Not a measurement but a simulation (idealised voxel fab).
process module | voxel double patterning
cross-section cut | 260 nm wide | cells 5 nm
A cross-section is a grid of square cells, given in bands from the top down. A band is one or more rows of cells.
Each band's line starts with the height of the band's top and of its bottom, in nm. Then come its materials from left to right, each with its width in nm. One material with "throughout" fills the band from edge to edge. "air" is empty space.
Height 0 is the level under which the wafer as received is all one material. The lowest band goes on downwards, as in "0 down".
A width such as "30 to 40" changes by the same amount from each row of cells to the next, from the band's top row to its bottom row.
"no change" after a step means that no cell of the cross-section changed.
closed voids: empty space of 8 cells or more with no open way to the top, each as width x height at its distance from the left edge, in nm
after a step's settings: what the simulator itself notes on the step
overlay nm, on a step with a mask: how far to the right of its planned place the mask lay; to the left if negative
plan
1 op RECEIVE | material Si
2 op CONFORMAL_DEP | material SiO2 | thk nm 5
3 op DIRECTIONAL_DEP | material TiN | thk nm 20
4 op DIRECTIONAL_DEP | material SiCN | thk nm 10
5 op DIRECTIONAL_DEP | material aC | thk nm 15
6 op PATTERN | tone open | mask id FIRST | material resist | width nm 15 | pitch nm 50 | thk nm 30 | overlay nm 0
7 op DIRECTIONAL_ETCH | etch materials aC | depth nm 15
8 op STRIP | etch materials resist
9 op DIRECTIONAL_ETCH | etch materials SiCN | depth nm 10
10 op STRIP | etch materials aC
11 op MASKED_ETCH | tone open | mask id SECOND | width nm 15 | etch materials SiCN | depth nm 10 | overlay nm 0
12 op DIRECTIONAL_ETCH | etch materials TiN | depth nm 20
13 op STRIP | etch materials SiCN
as received, after step 1
  0 down: Si throughout
  closed voids: none
first wafer at the end, as planned
  25 to 5: TiN 95 | air 15 | TiN 10 | air 15 | TiN 10 | air 15 | TiN 100
  5 to 0: SiO2 throughout
  0 down: Si throughout
  closed voids: none
second wafer at the end: like start, like plan, one mistake
  30 to 10: TiN 95 | air 15 | TiN 10 | air 15 | TiN 10 | air 15 | TiN 100
  10 to 5: TiN throughout
  5 to 0: SiO2 throughout
  0 down: Si throughout
  closed voids: none
what went wrong: step 3 ran as: op DIRECTIONAL_DEP | material TiN | thk nm 25
at the end the second wafer has, in cells: 52 more of TiN
